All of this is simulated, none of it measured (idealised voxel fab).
voxel transistor to metal: a process module
260 nm wide, 5 nm square cells: that's cross-section cut.
Bands, listed from the top down, are how a cross-section gets written in this document; the cross-section itself is a grid of square cells, and a band is one or more rows of them. First you get the band's top height and its bottom height, in nm, and then the materials it's made of, left to right, with each width in nm. If you see a single material with "edge to edge", that one covers the band edge to edge. "blank" is empty space. Heights from 0 (as-received wafer is one material below). Bottom band endless downward, as "0 down". The notation "30 to 40" denotes a width that varies across the rows of cells in the band, beginning at the first number in the top row, finishing at the second number in the bottom row, and changing by an identical amount from each row to the next. The cross-section has no changed cell in any step marked "no change occurred". "Closed void table" - sealed voids, min. 8 cells, no opening to top; format: width x height at distance (distance from left edge; nm throughout). Heads up: the bit after the settings on a step's line is the simulator's remark on that step. For masked steps, "overlay nm" on the step line gives how far right of plan the mask actually lay; a minus sign means it lay to the left. Reading guide: pairs of cross-sections, before and after one process step; after view cut off at lowest changed band; step and settings listed under each pair. Pairs may stem from different runs of this module on the same starting wafer; continuity with the pair above only where the "Pre-step view" entry states it.

**Pre-step view**
0 down  Si edge to edge
Closed void table: none

**Sectional View, Post-Process**
5 to 0  SiO2 edge to edge
Below 0 it's all the same as before, nothing changed down there.
Closed void table: none
Relating the two cross-sections above, the step in between is op CONFORMAL_DEP | material SiO2 | thk nm 5

Pre-step view: same picture as after in the pair right above, so we don't repeat it.

**Sectional View, Post-Process**
20 to 5  SiN edge to edge
Below 5 it's all the same as before, nothing changed down there.
Closed void table: none
Relating the two cross-sections above, the step in between is op CONFORMAL_DEP | material SiN | thk nm 15

Pre-step view: same picture as after in the pair right above, so we don't repeat it.

**Sectional View, Post-Process**
40 to 20  blank=25; resist=90; blank=30; resist=90; blank=25
Below 20 it's all the same as before, nothing changed down there.
Closed void table: none
Relating the two cross-sections above, the step in between is op PATTERN | tone cover | mask id ACTIVE | material resist | width nm 90 | pitch nm 120 | thk nm 20 | overlay nm 0

Pre-step view: same picture as after in the pair right above, so we don't repeat it.

**Sectional View, Post-Process**
40 to 20  blank=25; resist=90; blank=30; resist=90; blank=25
20 to 5  blank=25; SiN=90; blank=30; SiN=90; blank=25
Below 5 it's all the same as before, nothing changed down there.
Closed void table: none
Relating the two cross-sections above, the step in between is op DIRECTIONAL_ETCH | etch materials SiN | depth nm 15

Pre-step view: same picture as after in the pair right above, so we don't repeat it.

**Sectional View, Post-Process**
40 to 20  blank=25; resist=90; blank=30; resist=90; blank=25
20 to 5  blank=25; SiN=90; blank=30; SiN=90; blank=25
5 to 0  blank=25; SiO2=90; blank=30; SiO2=90; blank=25
Below 0 it's all the same as before, nothing changed down there.
Closed void table: none
Relating the two cross-sections above, the step in between is op DIRECTIONAL_ETCH | etch materials SiO2 | depth nm 5

Pre-step view: same picture as after in the pair right above, so we don't repeat it.

**Sectional View, Post-Process**
40 to 20  blank=25; resist=90; blank=30; resist=90; blank=25
20 to 5  blank=25; SiN=90; blank=30; SiN=90; blank=25
5 to 0  blank=25; SiO2=90; blank=30; SiO2=90; blank=25
0 to -30  blank=25; Si=90; blank=30; Si=90; blank=25
Below -30 it's all the same as before, nothing changed down there.
Closed void table: none
Relating the two cross-sections above, the step in between is op DIRECTIONAL_ETCH | etch materials Si | depth nm 30

Pre-step view: same picture as after in the pair right above, so we don't repeat it.

**Sectional View, Post-Process**
20 to 5  blank=25; SiN=90; blank=30; SiN=90; blank=25
Below 5 it's all the same as before, nothing changed down there.
Closed void table: none
Relating the two cross-sections above, the step in between is op STRIP | etch materials resist

Pre-step view: same picture as after in the pair right above, so we don't repeat it.

**Sectional View, Post-Process**
25 to 20  SiO2 edge to edge
20 to 5  SiO2=25; SiN=90; SiO2=30; SiN=90; SiO2=25
5 to 0  SiO2 edge to edge
0 to -30  SiO2=25; Si=90; SiO2=30; Si=90; SiO2=25
Below -30 it's all the same as before, nothing changed down there.
Closed void table: none
Relating the two cross-sections above, the step in between is op FILL_DEP | material SiO2 | thk nm 5

Pre-step view: same picture as after in the pair right above, so we don't repeat it.

**Sectional View, Post-Process**
20 to 5  SiO2=25; SiN=90; SiO2=30; SiN=90; SiO2=25
Below 5 it's all the same as before, nothing changed down there.
Closed void table: none
Relating the two cross-sections above, the step in between is op CMP | height nm 20

Pre-step view: same picture as after in the pair right above, so we don't repeat it.

**Sectional View, Post-Process**
20 to 5  blank=25; SiN=90; blank=30; SiN=90; blank=25
Below 5 it's all the same as before, nothing changed down there.
Closed void table: none
Relating the two cross-sections above, the step in between is op SELECTIVE_ETCH | etch materials SiO2 | depth nm 15

Pre-step view: same picture as after in the pair right above, so we don't repeat it.

**Sectional View, Post-Process**
5 to 0  SiO2 edge to edge
Below 0 it's all the same as before, nothing changed down there.
Closed void table: none
Relating the two cross-sections above, the step in between is op STRIP | etch materials SiN

Pre-step view: same picture as after in the pair right above, so we don't repeat it.

**Sectional View, Post-Process**
0 to -30  SiO2=25; Si=90; SiO2=30; Si=90; SiO2=25
Below -30 it's all the same as before, nothing changed down there.
Closed void table: none
Relating the two cross-sections above, the step in between is op SELECTIVE_ETCH | etch materials SiO2 | depth nm 5

Pre-step view: same picture as after in the pair right above, so we don't repeat it.

**Sectional View, Post-Process**
0 to -5  SiO2 edge to edge
Below -5 it's all the same as before, nothing changed down there.
Closed void table: none
Relating the two cross-sections above, the step in between is op OXIDIZE | depth nm 5

Pre-step view: same picture as after in the pair right above, so we don't repeat it.

**Sectional View, Post-Process**
25 to 0  polySi edge to edge
Below 0 it's all the same as before, nothing changed down there.
Closed void table: none
Relating the two cross-sections above, the step in between is op DIRECTIONAL_DEP | material polySi | thk nm 25

Pre-step view: same picture as after in the pair right above, so we don't repeat it.

**Sectional View, Post-Process**
35 to 25  SiCN edge to edge
Below 25 it's all the same as before, nothing changed down there.
Closed void table: none
Relating the two cross-sections above, the step in between is op DIRECTIONAL_DEP | material SiCN | thk nm 10

Pre-step view: same picture as after in the pair right above, so we don't repeat it.

**Sectional View, Post-Process**
35 to 25  blank=60; SiCN=20; blank=100; SiCN=20; blank=60
Below 25 it's all the same as before, nothing changed down there.
Closed void table: none
Relating the two cross-sections above, the step in between is op MASKED_ETCH | tone cover | mask id GATE | width nm 20 | pitch nm 120 | etch materials SiCN | depth nm 20 | overlay nm 0

Pre-step view: same picture as after in the pair right above, so we don't repeat it.

**Sectional View, Post-Process**
35 to 25  blank=60; SiCN=20; blank=100; SiCN=20; blank=60
25 to 0  blank=60; polySi=20; blank=100; polySi=20; blank=60
Below 0 it's all the same as before, nothing changed down there.
Closed void table: none
Relating the two cross-sections above, the step in between is op MASKED_ETCH | tone cover | mask id GATE | width nm 20 | pitch nm 120 | etch materials polySi | depth nm 35 | overlay nm 0

Pre-step view: same picture as after in the pair right above, so we don't repeat it.

**Sectional View, Post-Process**
40 to 35  blank=55; SiN=30; blank=90; SiN=30; blank=55
35 to 25  blank=55; SiN=5; SiCN=20; SiN=5; blank=90; SiN=5; SiCN=20; SiN=5; blank=55
25 to 5  blank=55; SiN=5; polySi=20; SiN=5; blank=90; SiN=5; polySi=20; SiN=5; blank=55
5 to 0  SiN=60; polySi=20; SiN=100; polySi=20; SiN=60
Below 0 it's all the same as before, nothing changed down there.
Closed void table: none
Relating the two cross-sections above, the step in between is op CONFORMAL_DEP | material SiN | thk nm 5

Pre-step view: same picture as after in the pair right above, so we don't repeat it.

**Sectional View, Post-Process**
35 to 25  blank=55; SiN=5; SiCN=20; SiN=5; blank=90; SiN=5; SiCN=20; SiN=5; blank=55
25 to 0  blank=55; SiN=5; polySi=20; SiN=5; blank=90; SiN=5; polySi=20; SiN=5; blank=55
Below 0 it's all the same as before, nothing changed down there.
Closed void table: none
Relating the two cross-sections above, the step in between is op DIRECTIONAL_ETCH | etch materials SiN | depth nm 5

Pre-step view: same picture as after in the pair right above, so we don't repeat it.

**Sectional View, Post-Process**
35 to 25  blank=55; SiN=5; SiCN=20; SiN=5; blank=90; SiN=5; SiCN=20; SiN=5; blank=55
25 to 0  blank=55; SiN=5; polySi=20; SiN=5; blank=90; SiN=5; polySi=20; SiN=5; blank=55
0 to -5  blank=55; SiO2=30; blank=90; SiO2=30; blank=55
Below -5 it's all the same as before, nothing changed down there.
Closed void table: none
Relating the two cross-sections above, the step in between is op DIRECTIONAL_ETCH | etch materials SiO2 | depth nm 5

Pre-step view: same picture as after in the pair right above, so we don't repeat it.

**Sectional View, Post-Process**
35 to 25  blank=55; SiN=5; SiCN=20; SiN=5; blank=90; SiN=5; SiCN=20; SiN=5; blank=55
25 to 0  blank=55; SiN=5; polySi=20; SiN=5; blank=90; SiN=5; polySi=20; SiN=5; blank=55
0 to -5  blank=20; SiGe=35; SiO2=30; SiGe=35; blank=20; SiGe=35; SiO2=30; SiGe=35; blank=20
Below -5 it's all the same as before, nothing changed down there.
Closed void table: none
Relating the two cross-sections above, the step in between is op EPI | material SiGe | thk nm 5

Pre-step view: same picture as after in the pair right above, so we don't repeat it.

**Sectional View, Post-Process**
40 to 35  SiO2 edge to edge
35 to 25  SiO2=55; SiN=5; SiCN=20; SiN=5; SiO2=90; SiN=5; SiCN=20; SiN=5; SiO2=55
25 to 0  SiO2=55; SiN=5; polySi=20; SiN=5; SiO2=90; SiN=5; polySi=20; SiN=5; SiO2=55
0 to -5  SiO2=20; SiGe=35; SiO2=30; SiGe=35; SiO2=20; SiGe=35; SiO2=30; SiGe=35; SiO2=20
Below -5 it's all the same as before, nothing changed down there.
Closed void table: none
Relating the two cross-sections above, the step in between is op FILL_DEP | material SiO2 | thk nm 5

Pre-step view: same picture as after in the pair right above, so we don't repeat it.

**Sectional View, Post-Process**
35 to 25  SiO2=55; SiN=5; SiCN=20; SiN=5; SiO2=90; SiN=5; SiCN=20; SiN=5; SiO2=55
Below 25 it's all the same as before, nothing changed down there.
Closed void table: none
Relating the two cross-sections above, the step in between is op CMP | height nm 35

Pre-step view: same picture as after in the pair right above, so we don't repeat it.

**Sectional View, Post-Process**
45 to 35  SiO2 edge to edge
Below 35 it's all the same as before, nothing changed down there.
Closed void table: none
Relating the two cross-sections above, the step in between is op DIRECTIONAL_DEP | material SiO2 | thk nm 10

Pre-step view: same picture as after in the pair right above, so we don't repeat it.

**Sectional View, Post-Process**
60 to 45  aC edge to edge
Below 45 it's all the same as before, nothing changed down there.
Closed void table: none
Relating the two cross-sections above, the step in between is op DIRECTIONAL_DEP | material aC | thk nm 15

Pre-step view: same picture as after in the pair right above, so we don't repeat it.

**Sectional View, Post-Process**
90 to 60  resist=30; blank=25; resist=30; blank=25; resist=40; blank=25; resist=30; blank=25; resist=30
Below 60 it's all the same as before, nothing changed down there.
Closed void table: none
Relating the two cross-sections above, the step in between is op PATTERN | tone open | mask id CONTACT | material resist | width nm 25 | thk nm 30 | overlay nm 0

Pre-step view: same picture as after in the pair right above, so we don't repeat it.

**Sectional View, Post-Process**
75 to 60  resist=30; blank=25; resist=30; blank=25; resist=40; blank=25; resist=30; blank=25; resist=30
60 to 45  aC=30; blank=25; aC=30; blank=25; aC=40; blank=25; aC=30; blank=25; aC=30
Below 45 it's all the same as before, nothing changed down there.
Closed void table: none
Relating the two cross-sections above, the step in between is op DIRECTIONAL_ETCH | etch materials aC | depth nm 15

Pre-step view: same picture as after in the pair right above, so we don't repeat it.

**Sectional View, Post-Process**
60 to 45  aC=30; blank=25; aC=30; blank=25; aC=40; blank=25; aC=30; blank=25; aC=30
Below 45 it's all the same as before, nothing changed down there.
Closed void table: none
Relating the two cross-sections above, the step in between is op STRIP | etch materials resist

Pre-step view: same picture as after in the pair right above, so we don't repeat it.

**Sectional View, Post-Process**
60 to 45  aC=30; blank=25; aC=30; blank=25; aC=40; blank=25; aC=30; blank=25; aC=30
45 to 35  SiO2=30; blank=25; SiO2=30; blank=25; SiO2=40; blank=25; SiO2=30; blank=25; SiO2=30
35 to 25  SiO2=30; blank=25; SiN=5; SiCN=20; SiN=5; blank=25; SiO2=40; blank=25; SiN=5; SiCN=20; SiN=5; blank=25; SiO2=30
25 to 0  SiO2=30; blank=25; SiN=5; polySi=20; SiN=5; blank=25; SiO2=40; blank=25; SiN=5; polySi=20; SiN=5; blank=25; SiO2=30
Below 0 it's all the same as before, nothing changed down there.
Closed void table: none
Relating the two cross-sections above, the step in between is op DIRECTIONAL_ETCH | etch materials SiO2 | depth nm 45

Pre-step view: same picture as after in the pair right above, so we don't repeat it.

**Sectional View, Post-Process**
45 to 35  SiO2=30; blank=25; SiO2=30; blank=25; SiO2=40; blank=25; SiO2=30; blank=25; SiO2=30
Below 35 it's all the same as before, nothing changed down there.
Closed void table: none
Relating the two cross-sections above, the step in between is op STRIP | etch materials aC

Pre-step view: same picture as after in the pair right above, so we don't repeat it.

**Sectional View, Post-Process**
50 to 45  TiN=35; blank=15; TiN=40; blank=15; TiN=50; blank=15; TiN=40; blank=15; TiN=35
45 to 35  SiO2=30; TiN=5; blank=15; TiN=5; SiO2=30; TiN=5; blank=15; TiN=5; SiO2=40; TiN=5; blank=15; TiN=5; SiO2=30; TiN=5; blank=15; TiN=5; SiO2=30
35 to 25  SiO2=30; TiN=5; blank=15; TiN=5; SiN=5; SiCN=20; SiN=5; TiN=5; blank=15; TiN=5; SiO2=40; TiN=5; blank=15; TiN=5; SiN=5; SiCN=20; SiN=5; TiN=5; blank=15; TiN=5; SiO2=30
25 to 5  SiO2=30; TiN=5; blank=15; TiN=5; SiN=5; polySi=20; SiN=5; TiN=5; blank=15; TiN=5; SiO2=40; TiN=5; blank=15; TiN=5; SiN=5; polySi=20; SiN=5; TiN=5; blank=15; TiN=5; SiO2=30
5 to 0  SiO2=30; TiN=25; SiN=5; polySi=20; SiN=5; TiN=25; SiO2=40; TiN=25; SiN=5; polySi=20; SiN=5; TiN=25; SiO2=30
Below 0 it's all the same as before, nothing changed down there.
Closed void table: none
Relating the two cross-sections above, the step in between is op CONFORMAL_DEP | material TiN | thk nm 5

Pre-step view: same picture as after in the pair right above, so we don't repeat it.

**Sectional View, Post-Process**
60 to 50  W edge to edge
50 to 45  TiN=35; W=15; TiN=40; W=15; TiN=50; W=15; TiN=40; W=15; TiN=35
45 to 35  SiO2=30; TiN=5; W=15; TiN=5; SiO2=30; TiN=5; W=15; TiN=5; SiO2=40; TiN=5; W=15; TiN=5; SiO2=30; TiN=5; W=15; TiN=5; SiO2=30
35 to 25  SiO2=30; TiN=5; W=15; TiN=5; SiN=5; SiCN=20; SiN=5; TiN=5; W=15; TiN=5; SiO2=40; TiN=5; W=15; TiN=5; SiN=5; SiCN=20; SiN=5; TiN=5; W=15; TiN=5; SiO2=30
25 to 5  SiO2=30; TiN=5; W=15; TiN=5; SiN=5; polySi=20; SiN=5; TiN=5; W=15; TiN=5; SiO2=40; TiN=5; W=15; TiN=5; SiN=5; polySi=20; SiN=5; TiN=5; W=15; TiN=5; SiO2=30
Below 5 it's all the same as before, nothing changed down there.
Closed void table: none
Relating the two cross-sections above, the step in between is op FILL_DEP | material W | thk nm 10

Pre-step view: same picture as after in the pair right above, so we don't repeat it.

**Sectional View, Post-Process**
45 to 35  SiO2=30; TiN=5; W=15; TiN=5; SiO2=30; TiN=5; W=15; TiN=5; SiO2=40; TiN=5; W=15; TiN=5; SiO2=30; TiN=5; W=15; TiN=5; SiO2=30
Below 35 it's all the same as before, nothing changed down there.
Closed void table: none
Relating the two cross-sections above, the step in between is op CMP | height nm 45

Pre-step view: same picture as after in the pair right above, so we don't repeat it.

**Sectional View, Post-Process**
50 to 45  SiN edge to edge
Below 45 it's all the same as before, nothing changed down there.
Closed void table: none
Relating the two cross-sections above, the step in between is op CONFORMAL_DEP | material SiN | thk nm 5

Pre-step view: same picture as after in the pair right above, so we don't repeat it.

**Sectional View, Post-Process**
75 to 50  SiO2 edge to edge
Below 50 it's all the same as before, nothing changed down there.
Closed void table: none
Relating the two cross-sections above, the step in between is op DIRECTIONAL_DEP | material SiO2 | thk nm 25

Pre-step view: same picture as after in the pair right above, so we don't repeat it.

**Sectional View, Post-Process**
90 to 75  aC edge to edge
Below 75 it's all the same as before, nothing changed down there.
Closed void table: none
Relating the two cross-sections above, the step in between is op DIRECTIONAL_DEP | material aC | thk nm 15

Pre-step view: same picture as after in the pair right above, so we don't repeat it.

**Sectional View, Post-Process**
125 to 90  resist=30; blank=15; resist=50; blank=15; resist=40; blank=15; resist=50; blank=15; resist=30
Below 90 it's all the same as before, nothing changed down there.
Closed void table: none
Relating the two cross-sections above, the step in between is op PATTERN | tone open | mask id METAL_1 | material resist | width nm 15 | thk nm 35 | overlay nm 0

Pre-step view: same picture as after in the pair right above, so we don't repeat it.

**Sectional View, Post-Process**
110 to 90  resist=30; blank=15; resist=50; blank=15; resist=40; blank=15; resist=50; blank=15; resist=30
90 to 75  aC=30; blank=15; aC=50; blank=15; aC=40; blank=15; aC=50; blank=15; aC=30
Below 75 it's all the same as before, nothing changed down there.
Closed void table: none
Relating the two cross-sections above, the step in between is op DIRECTIONAL_ETCH | etch materials aC | depth nm 15

Pre-step view: same picture as after in the pair right above, so we don't repeat it.

**Sectional View, Post-Process**
90 to 75  aC=30; blank=15; aC=50; blank=15; aC=40; blank=15; aC=50; blank=15; aC=30
Below 75 it's all the same as before, nothing changed down there.
Closed void table: none
Relating the two cross-sections above, the step in between is op STRIP | etch materials resist

Pre-step view: same picture as after in the pair right above, so we don't repeat it.

**Sectional View, Post-Process**
90 to 75  aC=30; blank=15; aC=50; blank=15; aC=40; blank=15; aC=50; blank=15; aC=30
75 to 50  SiO2=30; blank=15; SiO2=50; blank=15; SiO2=40; blank=15; SiO2=50; blank=15; SiO2=30
Below 50 it's all the same as before, nothing changed down there.
Closed void table: none
Relating the two cross-sections above, the step in between is op DIRECTIONAL_ETCH | etch materials SiO2 | depth nm 25

Pre-step view: same picture as after in the pair right above, so we don't repeat it.

**Sectional View, Post-Process**
90 to 75  aC=30; blank=15; aC=50; blank=15; aC=40; blank=15; aC=50; blank=15; aC=30
75 to 50  SiO2=30; blank=15; SiO2=50; blank=15; SiO2=40; blank=15; SiO2=50; blank=15; SiO2=30
50 to 45  SiN=30; blank=15; SiN=50; blank=15; SiN=40; blank=15; SiN=50; blank=15; SiN=30
Below 45 it's all the same as before, nothing changed down there.
Closed void table: none
Relating the two cross-sections above, the step in between is op DIRECTIONAL_ETCH | etch materials SiN | depth nm 5

Pre-step view: same picture as after in the pair right above, so we don't repeat it.

**Sectional View, Post-Process**
75 to 50  SiO2=30; blank=15; SiO2=50; blank=15; SiO2=40; blank=15; SiO2=50; blank=15; SiO2=30
Below 50 it's all the same as before, nothing changed down there.
Closed void table: none
Relating the two cross-sections above, the step in between is op STRIP | etch materials aC

Pre-step view: same picture as after in the pair right above, so we don't repeat it.

**Sectional View, Post-Process**
80 to 75  TiN=35; blank=5; TiN=60; blank=5; TiN=50; blank=5; TiN=60; blank=5; TiN=35
75 to 50  SiO2=30; TiN=5; blank=5; TiN=5; SiO2=50; TiN=5; blank=5; TiN=5; SiO2=40; TiN=5; blank=5; TiN=5; SiO2=50; TiN=5; blank=5; TiN=5; SiO2=30
50 to 45  SiN=30; TiN=15; SiN=50; TiN=15; SiN=40; TiN=15; SiN=50; TiN=15; SiN=30
Below 45 it's all the same as before, nothing changed down there.
Closed void table: none
Relating the two cross-sections above, the step in between is op CONFORMAL_DEP | material TiN | thk nm 5

Pre-step view: same picture as after in the pair right above, so we don't repeat it.

**Sectional View, Post-Process**
85 to 80  Cu edge to edge
80 to 75  TiN=35; Cu=5; TiN=60; Cu=5; TiN=50; Cu=5; TiN=60; Cu=5; TiN=35
75 to 50  SiO2=30; TiN=5; Cu=5; TiN=5; SiO2=50; TiN=5; Cu=5; TiN=5; SiO2=40; TiN=5; Cu=5; TiN=5; SiO2=50; TiN=5; Cu=5; TiN=5; SiO2=30
Below 50 it's all the same as before, nothing changed down there.
Closed void table: none
Relating the two cross-sections above, the step in between is op FILL_DEP | material Cu | thk nm 5

Pre-step view: same picture as after in the pair right above, so we don't repeat it.

**Sectional View, Post-Process**
75 to 50  SiO2=30; TiN=5; Cu=5; TiN=5; SiO2=50; TiN=5; Cu=5; TiN=5; SiO2=40; TiN=5; Cu=5; TiN=5; SiO2=50; TiN=5; Cu=5; TiN=5; SiO2=30
Below 50 it's all the same as before, nothing changed down there.
Closed void table: none
Relating the two cross-sections above, the step in between is op CMP | height nm 75

Pre-step view: same picture as after in the pair right above, so we don't repeat it.

**Sectional View, Post-Process**
80 to 75  blank=25; Ru=25; blank=40; Ru=25; blank=30; Ru=25; blank=40; Ru=25; blank=25
Below 75 it's all the same as before, nothing changed down there.
Closed void table: none
Relating the two cross-sections above, the step in between is op EPI | material Ru | thk nm 5

Pre-step view: same picture as after in the pair right above, so we don't repeat it.

**Sectional View, Post-Process**
85 to 80  SiCN edge to edge
80 to 75  SiCN=25; Ru=25; SiCN=40; Ru=25; SiCN=30; Ru=25; SiCN=40; Ru=25; SiCN=25
Below 75 it's all the same as before, nothing changed down there.
Closed void table: none
Relating the two cross-sections above, the step in between is op FILL_DEP | material SiCN | thk nm 5

Pre-step view: same picture as after in the pair right above, so we don't repeat it.

**Sectional View, Post-Process**
110 to 85  lowk edge to edge
Below 85 it's all the same as before, nothing changed down there.
Closed void table: none
Relating the two cross-sections above, the step in between is op DIRECTIONAL_DEP | material lowk | thk nm 25

Pre-step view: same picture as after in the pair right above, so we don't repeat it.

**Sectional View, Post-Process**
125 to 110  resist=30; blank=15; resist=105; blank=15; resist=95
Below 110 it's all the same as before, nothing changed down there.
Closed void table: none
Relating the two cross-sections above, the step in between is op PATTERN | tone open | mask id METAL_2 | material resist | width nm 15 | pitch nm 120 | thk nm 15 | overlay nm 0

Pre-step view: same picture as after in the pair right above, so we don't repeat it.

**Sectional View, Post-Process**
125 to 110  resist=30; blank=15; resist=105; blank=15; resist=95
110 to 95  lowk=30; blank=15; lowk=105; blank=15; lowk=95
Below 95 it's all the same as before, nothing changed down there.
Closed void table: none
Relating the two cross-sections above, the step in between is op DIRECTIONAL_ETCH | etch materials lowk | depth nm 15

Pre-step view: same picture as after in the pair right above, so we don't repeat it.

**Sectional View, Post-Process**
110 to 95  lowk=30; blank=15; lowk=105; blank=15; lowk=95
Below 95 it's all the same as before, nothing changed down there.
Closed void table: none
Relating the two cross-sections above, the step in between is op STRIP | etch materials resist

Pre-step view: same picture as after in the pair right above, so we don't repeat it.

**Sectional View, Post-Process**
120 to 110  aC=30; blank=15; aC=105; blank=15; aC=95
110 to 105  lowk=30; blank=15; lowk=105; blank=15; lowk=95
105 to 95  lowk=30; aC=15; lowk=105; aC=15; lowk=95
Below 95 it's all the same as before, nothing changed down there.
Closed void table: none
Relating the two cross-sections above, the step in between is op DIRECTIONAL_DEP | material aC | thk nm 10

Pre-step view: same picture as after in the pair right above, so we don't repeat it.

**Sectional View, Post-Process**
150 to 120  resist=30; blank=15; resist=105; blank=15; resist=95
Below 120 it's all the same as before, nothing changed down there.
Closed void table: none
Relating the two cross-sections above, the step in between is op PATTERN | tone open | mask id METAL_2_HOLES | material resist | width nm 15 | pitch nm 120 | thk nm 30 | overlay nm 0

Pre-step view: same picture as after in the pair right above, so we don't repeat it.

**Sectional View, Post-Process**
140 to 120  resist=30; blank=15; resist=105; blank=15; resist=95
120 to 110  aC=30; blank=15; aC=105; blank=15; aC=95
110 to 95  lowk=30; blank=15; lowk=105; blank=15; lowk=95
Below 95 it's all the same as before, nothing changed down there.
Closed void table: none
Relating the two cross-sections above, the step in between is op DIRECTIONAL_ETCH | etch materials aC | depth nm 10

Pre-step view: same picture as after in the pair right above, so we don't repeat it.

**Sectional View, Post-Process**
120 to 110  aC=30; blank=15; aC=105; blank=15; aC=95
Below 110 it's all the same as before, nothing changed down there.
Closed void table: none
Relating the two cross-sections above, the step in between is op STRIP | etch materials resist

Pre-step view: same picture as after in the pair right above, so we don't repeat it.

**Sectional View, Post-Process**
120 to 110  aC=30; blank=15; aC=105; blank=15; aC=95
110 to 85  lowk=30; blank=15; lowk=105; blank=15; lowk=95
Below 85 it's all the same as before, nothing changed down there.
Closed void table: none
Relating the two cross-sections above, the step in between is op DIRECTIONAL_ETCH | etch materials lowk | depth nm 10

Pre-step view: same picture as after in the pair right above, so we don't repeat it.

**Sectional View, Post-Process**
120 to 110  aC=30; blank=15; aC=105; blank=15; aC=95
110 to 85  lowk=30; blank=15; lowk=105; blank=15; lowk=95
85 to 80  SiCN=30; blank=15; SiCN=105; blank=15; SiCN=95
Below 80 it's all the same as before, nothing changed down there.
Closed void table: none
Relating the two cross-sections above, the step in between is op DIRECTIONAL_ETCH | etch materials SiCN | depth nm 5

Pre-step view: same picture as after in the pair right above, so we don't repeat it.

**Sectional View, Post-Process**
110 to 85  lowk=30; blank=15; lowk=105; blank=15; lowk=95
Below 85 it's all the same as before, nothing changed down there.
Closed void table: none
Relating the two cross-sections above, the step in between is op STRIP | etch materials aC

Pre-step view: same picture as after in the pair right above, so we don't repeat it.

**Sectional View, Post-Process**
115 to 110  TiN=35; blank=5; TiN=115; blank=5; TiN=100
110 to 85  lowk=30; TiN=5; blank=5; TiN=5; lowk=105; TiN=5; blank=5; TiN=5; lowk=95
85 to 80  SiCN=30; TiN=15; SiCN=105; TiN=15; SiCN=95
Below 80 it's all the same as before, nothing changed down there.
Closed void table: none
Relating the two cross-sections above, the step in between is op CONFORMAL_DEP | material TiN | thk nm 5

Pre-step view: same picture as after in the pair right above, so we don't repeat it.

**Sectional View, Post-Process**
120 to 115  Cu edge to edge
115 to 110  TiN=35; Cu=5; TiN=115; Cu=5; TiN=100
110 to 85  lowk=30; TiN=5; Cu=5; TiN=5; lowk=105; TiN=5; Cu=5; TiN=5; lowk=95
Below 85 it's all the same as before, nothing changed down there.
Closed void table: none
Relating the two cross-sections above, the step in between is op FILL_DEP | material Cu | thk nm 5

Pre-step view: same picture as after in the pair right above, so we don't repeat it.

**Sectional View, Post-Process**
110 to 85  lowk=30; TiN=5; Cu=5; TiN=5; lowk=105; TiN=5; Cu=5; TiN=5; lowk=95
Below 85 it's all the same as before, nothing changed down there.
Closed void table: none
Relating the two cross-sections above, the step in between is op CMP | height nm 110

Pre-step view: same picture as after in the pair right above, so we don't repeat it.

**Sectional View, Post-Process**
115 to 110  SiN edge to edge
Below 110 it's all the same as before, nothing changed down there.
Closed void table: none
Relating the two cross-sections above, the step in between is op CONFORMAL_DEP | material SiN | thk nm 5

**Pre-step view**
60 to 50  W edge to edge
50 to 45  TiN=35; W=15; TiN=40; W=15; TiN=50; W=15; TiN=40; W=15; TiN=35
45 to 35  SiO2=30; TiN=5; W=15; TiN=5; SiO2=30; TiN=5; W=15; TiN=5; SiO2=40; TiN=5; W=15; TiN=5; SiO2=30; TiN=5; W=15; TiN=5; SiO2=30
35 to 25  SiO2=30; TiN=5; W=15; TiN=5; SiN=5; SiCN=20; SiN=5; TiN=5; W=15; TiN=5; SiO2=40; TiN=5; W=15; TiN=5; SiN=5; SiCN=20; SiN=5; TiN=5; W=15; TiN=5; SiO2=30
25 to 5  SiO2=30; TiN=5; W=15; TiN=5; SiN=5; polySi=20; SiN=5; TiN=5; W=15; TiN=5; SiO2=40; TiN=5; W=15; TiN=5; SiN=5; polySi=20; SiN=5; TiN=5; W=15; TiN=5; SiO2=30
5 to 0  SiO2=30; TiN=25; SiN=5; polySi=20; SiN=5; TiN=25; SiO2=40; TiN=25; SiN=5; polySi=20; SiN=5; TiN=25; SiO2=30
0 to -5  SiO2=20; SiGe=35; SiO2=30; SiGe=35; SiO2=20; SiGe=35; SiO2=30; SiGe=35; SiO2=20
-5 to -30  SiO2=25; Si=90; SiO2=30; Si=90; SiO2=25
-30 down  Si edge to edge
Closed void table: none

**Sectional View, Post-Process**
65 to 60  SiN edge to edge
Below 60 it's all the same as before, nothing changed down there.
Closed void table: none
Relating the two cross-sections above, the step in between is op CONFORMAL_DEP | material SiN | thk nm 5

Pre-step view: same picture as after in the pair right above, so we don't repeat it.

**Sectional View, Post-Process**
90 to 65  SiO2 edge to edge
Below 65 it's all the same as before, nothing changed down there.
Closed void table: none
Relating the two cross-sections above, the step in between is op DIRECTIONAL_DEP | material SiO2 | thk nm 25

Pre-step view: same picture as after in the pair right above, so we don't repeat it.

**Sectional View, Post-Process**
105 to 90  aC edge to edge
Below 90 it's all the same as before, nothing changed down there.
Closed void table: none
Relating the two cross-sections above, the step in between is op DIRECTIONAL_DEP | material aC | thk nm 15

Pre-step view: same picture as after in the pair right above, so we don't repeat it.

**Sectional View, Post-Process**
140 to 105  resist=30; blank=15; resist=50; blank=15; resist=40; blank=15; resist=50; blank=15; resist=30
Below 105 it's all the same as before, nothing changed down there.
Closed void table: none
Relating the two cross-sections above, the step in between is op PATTERN | tone open | mask id METAL_1 | material resist | width nm 15 | thk nm 35 | overlay nm 0

Pre-step view: same picture as after in the pair right above, so we don't repeat it.

**Sectional View, Post-Process**
125 to 105  resist=30; blank=15; resist=50; blank=15; resist=40; blank=15; resist=50; blank=15; resist=30
105 to 90  aC=30; blank=15; aC=50; blank=15; aC=40; blank=15; aC=50; blank=15; aC=30
Below 90 it's all the same as before, nothing changed down there.
Closed void table: none
Relating the two cross-sections above, the step in between is op DIRECTIONAL_ETCH | etch materials aC | depth nm 15

Pre-step view: same picture as after in the pair right above, so we don't repeat it.

**Sectional View, Post-Process**
105 to 90  aC=30; blank=15; aC=50; blank=15; aC=40; blank=15; aC=50; blank=15; aC=30
Below 90 it's all the same as before, nothing changed down there.
Closed void table: none
Relating the two cross-sections above, the step in between is op STRIP | etch materials resist

Pre-step view: same picture as after in the pair right above, so we don't repeat it.

**Sectional View, Post-Process**
105 to 90  aC=30; blank=15; aC=50; blank=15; aC=40; blank=15; aC=50; blank=15; aC=30
90 to 65  SiO2=30; blank=15; SiO2=50; blank=15; SiO2=40; blank=15; SiO2=50; blank=15; SiO2=30
Below 65 it's all the same as before, nothing changed down there.
Closed void table: none
Relating the two cross-sections above, the step in between is op DIRECTIONAL_ETCH | etch materials SiO2 | depth nm 25
